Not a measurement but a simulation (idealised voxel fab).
process module | voxel self aligned contacts
cross-section cut | 230 nm wide | cells 5 nm
A cross-section is a grid of square cells, given in bands from the top down. A band is one or more rows of cells.
Each band's line starts with the height of the band's top and of its bottom, in nm. Then come its materials from left to right, each with its width in nm. One material with "throughout" fills the band from edge to edge. "air" is empty space.
Height 0 is the level under which the wafer as received is all one material. The lowest band goes on downwards, as in "0 down".
A width such as "30 to 40" changes by the same amount from each row of cells to the next, from the band's top row to its bottom row.
"no change" after a step means that no cell of the cross-section changed.
closed voids: empty space of 8 cells or more with no open way to the top, each as width x height at its distance from the left edge, in nm
after a step's settings: what the simulator itself notes on the step
overlay nm, on a step with a mask: how far to the right of its planned place the mask lay; to the left if negative
plan
1 op RECEIVE | material Si
2 op CONFORMAL_DEP | material SiO2 | thk nm 5
3 op DIRECTIONAL_DEP | material polySi | thk nm 25
4 op DIRECTIONAL_DEP | material SiN | thk nm 15
5 op DIRECTIONAL_DEP | material aC | thk nm 10
6 op PATTERN | tone cover | mask id GATE | material resist | width nm 35 | pitch nm 60 | thk nm 25 | overlay nm 0
7 op DIRECTIONAL_ETCH | etch materials aC | depth nm 10
8 op STRIP | etch materials resist
9 op DIRECTIONAL_ETCH | etch materials SiN | depth nm 15
10 op DIRECTIONAL_ETCH | etch materials polySi | depth nm 25
11 op STRIP | etch materials aC
12 op CONFORMAL_DEP | material SiN | thk nm 5
13 op DIRECTIONAL_ETCH | etch materials SiN | depth nm 5
14 op FILL_DEP | material SiO2 | thk nm 20
15 op CMP | height nm 55
16 op PATTERN | tone open | mask id CONTACT | material resist | width nm 35 | pitch nm 60 | thk nm 15 | overlay nm 0
17 op DIRECTIONAL_ETCH | etch materials SiO2 | depth nm 55
18 op STRIP | etch materials resist
19 op CONFORMAL_DEP | material TiN | thk nm 5
20 op FILL_DEP | material Ru | thk nm 5
21 op CMP | height nm 55
22 op CONFORMAL_DEP | material SiN | thk nm 5
first wafer, as planned
as received, after step 1
  0 down: Si throughout
  closed voids: none
after step 2
  5 to 0: SiO2 throughout
  below 0: unchanged
after step 3
  30 to 5: polySi throughout
  below 5: unchanged
after step 4
  45 to 30: SiN throughout
  below 30: unchanged
after step 5
  55 to 45: aC throughout
  below 45: unchanged
after step 6
  80 to 55: air 35 | resist 35 | air 25 | resist 35 | air 25 | resist 35 | air 40
  below 55: unchanged
after step 7
  70 to 55: air 35 | resist 35 | air 25 | resist 35 | air 25 | resist 35 | air 40
  55 to 45: air 35 | aC 35 | air 25 | aC 35 | air 25 | aC 35 | air 40
  below 45: unchanged
after step 8
  55 to 45: air 35 | aC 35 | air 25 | aC 35 | air 25 | aC 35 | air 40
  below 45: unchanged
after step 9
  55 to 45: air 35 | aC 35 | air 25 | aC 35 | air 25 | aC 35 | air 40
  45 to 30: air 35 | SiN 35 | air 25 | SiN 35 | air 25 | SiN 35 | air 40
  below 30: unchanged
after step 10
  55 to 45: air 35 | aC 35 | air 25 | aC 35 | air 25 | aC 35 | air 40
  45 to 30: air 35 | SiN 35 | air 25 | SiN 35 | air 25 | SiN 35 | air 40
  30 to 5: air 35 | polySi 35 | air 25 | polySi 35 | air 25 | polySi 35 | air 40
  below 5: unchanged
after step 11
  45 to 30: air 35 | SiN 35 | air 25 | SiN 35 | air 25 | SiN 35 | air 40
  below 30: unchanged
after step 12
  50 to 30: air 30 | SiN 45 | air 15 | SiN 45 | air 15 | SiN 45 | air 35
  30 to 10: air 30 | SiN 5 | polySi 35 | SiN 5 | air 15 | SiN 5 | polySi 35 | SiN 5 | air 15 | SiN 5 | polySi 35 | SiN 5 | air 35
  10 to 5: SiN 35 | polySi 35 | SiN 25 | polySi 35 | SiN 25 | polySi 35 | SiN 40
  below 5: unchanged
after step 13
  45 to 30: air 30 | SiN 45 | air 15 | SiN 45 | air 15 | SiN 45 | air 35
  30 to 5: air 30 | SiN 5 | polySi 35 | SiN 5 | air 15 | SiN 5 | polySi 35 | SiN 5 | air 15 | SiN 5 | polySi 35 | SiN 5 | air 35
  below 5: unchanged
after step 14
  65 to 45: SiO2 throughout
  45 to 30: SiO2 30 | SiN 45 | SiO2 15 | SiN 45 | SiO2 15 | SiN 45 | SiO2 35
  30 to 5: SiO2 30 | SiN 5 | polySi 35 | SiN 5 | SiO2 15 | SiN 5 | polySi 35 | SiN 5 | SiO2 15 | SiN 5 | polySi 35 | SiN 5 | SiO2 35
  below 5: unchanged
after step 15
  55 to 45: SiO2 throughout
  below 45: unchanged
after step 16
  70 to 55: resist 65 | air 35 | resist 25 | air 35 | resist 70
  below 55: unchanged
after step 17
  70 to 55: resist 65 | air 35 | resist 25 | air 35 | resist 70
  55 to 45: SiO2 65 | air 35 | SiO2 25 | air 35 | SiO2 70
  45 to 30: SiO2 30 | SiN 45 | air 15 | SiN 45 | air 15 | SiN 45 | SiO2 35
  30 to 5: SiO2 30 | SiN 5 | polySi 35 | SiN 5 | air 15 | SiN 5 | polySi 35 | SiN 5 | air 15 | SiN 5 | polySi 35 | SiN 5 | SiO2 35
  5 to 0: SiO2 75 | air 15 | SiO2 45 | air 15 | SiO2 80
  below 0: unchanged
after step 18
  55 to 45: SiO2 65 | air 35 | SiO2 25 | air 35 | SiO2 70
  below 45: unchanged
after step 19
  60 to 55: TiN 70 | air 25 | TiN 35 | air 25 | TiN 75
  55 to 45: SiO2 65 | TiN 5 to 15 | air 25 to 5 | TiN 5 to 15 | SiO2 25 | TiN 5 to 15 | air 25 to 5 | TiN 5 to 15 | SiO2 70
  45 to 30: SiO2 30 | SiN 45 | TiN 5 | air 5 | TiN 5 | SiN 45 | TiN 5 | air 5 | TiN 5 | SiN 45 | SiO2 35
  30 to 5: SiO2 30 | SiN 5 | polySi 35 | SiN 5 | TiN 5 | air 5 | TiN 5 | SiN 5 | polySi 35 | SiN 5 | TiN 5 | air 5 | TiN 5 | SiN 5 | polySi 35 | SiN 5 | SiO2 35
  5 to 0: SiO2 75 | TiN 15 | SiO2 45 | TiN 15 | SiO2 80
  below 0: unchanged
after step 20
  65 to 60: Ru throughout
  60 to 55: TiN 70 | Ru 25 | TiN 35 | Ru 25 | TiN 75
  55 to 45: SiO2 65 | TiN 5 to 15 | Ru 25 to 5 | TiN 5 to 15 | SiO2 25 | TiN 5 to 15 | Ru 25 to 5 | TiN 5 to 15 | SiO2 70
  45 to 30: SiO2 30 | SiN 45 | TiN 5 | Ru 5 | TiN 5 | SiN 45 | TiN 5 | Ru 5 | TiN 5 | SiN 45 | SiO2 35
  30 to 5: SiO2 30 | SiN 5 | polySi 35 | SiN 5 | TiN 5 | Ru 5 | TiN 5 | SiN 5 | polySi 35 | SiN 5 | TiN 5 | Ru 5 | TiN 5 | SiN 5 | polySi 35 | SiN 5 | SiO2 35
  below 5: unchanged
after step 21
  55 to 45: SiO2 65 | TiN 5 to 15 | Ru 25 to 5 | TiN 5 to 15 | SiO2 25 | TiN 5 to 15 | Ru 25 to 5 | TiN 5 to 15 | SiO2 70
  below 45: unchanged
after step 22
  60 to 55: SiN throughout
  below 55: unchanged
second wafer: like start, like plan, one mistake. Through step 3 it matches the first wafer
when step 4 should have ended
  60 to 30: SiN throughout
  below 30: unchanged
when step 5 should have ended
  70 to 60: aC throughout
  below 60: unchanged
when step 6 should have ended
  95 to 70: air 35 | resist 35 | air 25 | resist 35 | air 25 | resist 35 | air 40
  below 70: unchanged
when step 7 should have ended
  85 to 70: air 35 | resist 35 | air 25 | resist 35 | air 25 | resist 35 | air 40
  70 to 60: air 35 | aC 35 | air 25 | aC 35 | air 25 | aC 35 | air 40
  below 60: unchanged
when step 8 should have ended
  70 to 60: air 35 | aC 35 | air 25 | aC 35 | air 25 | aC 35 | air 40
  below 60: unchanged
when step 9 should have ended
  70 to 60: air 35 | aC 35 | air 25 | aC 35 | air 25 | aC 35 | air 40
  60 to 45: air 35 | SiN 35 | air 25 | SiN 35 | air 25 | SiN 35 | air 40
  below 45: unchanged
when step 10 should have ended: no change
when step 11 should have ended
  60 to 45: air 35 | SiN 35 | air 25 | SiN 35 | air 25 | SiN 35 | air 40
  below 45: unchanged
when step 12 should have ended
  65 to 50: air 30 | SiN 45 | air 15 | SiN 45 | air 15 | SiN 45 | air 35
  50 to 30: SiN throughout
  below 30: unchanged
when step 13 should have ended
  60 to 45: air 30 | SiN 45 | air 15 | SiN 45 | air 15 | SiN 45 | air 35
  below 45: unchanged
when step 14 should have ended
  80 to 60: SiO2 throughout
  60 to 45: SiO2 30 | SiN 45 | SiO2 15 | SiN 45 | SiO2 15 | SiN 45 | SiO2 35
  below 45: unchanged
when step 15 should have ended
  55 to 45: SiO2 30 | SiN 45 | SiO2 15 | SiN 45 | SiO2 15 | SiN 45 | SiO2 35
  below 45: unchanged
when step 16 should have ended
  70 to 55: resist 65 | air 35 | resist 25 | air 35 | resist 70
  below 55: unchanged
when step 17 should have ended
  70 to 55: resist 65 | air 35 | resist 25 | air 35 | resist 70
  55 to 45: SiO2 30 | SiN 45 | air 15 | SiN 45 | air 15 | SiN 45 | SiO2 35
  below 45: unchanged
when step 18 should have ended
  55 to 45: SiO2 30 | SiN 45 | air 15 | SiN 45 | air 15 | SiN 45 | SiO2 35
  below 45: unchanged
when step 19 should have ended
  60 to 55: TiN 80 | air 5 | TiN 55 | air 5 | TiN 85
  55 to 50: SiO2 30 | SiN 45 | TiN 5 | air 5 | TiN 5 | SiN 45 | TiN 5 | air 5 | TiN 5 | SiN 45 | SiO2 35
  50 to 45: SiO2 30 | SiN 45 | TiN 15 | SiN 45 | TiN 15 | SiN 45 | SiO2 35
  below 45: unchanged
when step 20 should have ended
  65 to 60: Ru throughout
  60 to 55: TiN 80 | Ru 5 | TiN 55 | Ru 5 | TiN 85
  55 to 50: SiO2 30 | SiN 45 | TiN 5 | Ru 5 | TiN 5 | SiN 45 | TiN 5 | Ru 5 | TiN 5 | SiN 45 | SiO2 35
  below 50: unchanged
when step 21 should have ended
  55 to 50: SiO2 30 | SiN 45 | TiN 5 | Ru 5 | TiN 5 | SiN 45 | TiN 5 | Ru 5 | TiN 5 | SiN 45 | SiO2 35
  below 50: unchanged
when step 22 should have ended
  60 to 55: SiN throughout
  below 55: unchanged
what went wrong: step 4 was run twice
at the end the second wafer has, in cells: 26 fewer of Ru | 81 more of SiN | 136 fewer of SiO2 | 44 fewer of TiN | 125 more of polySi
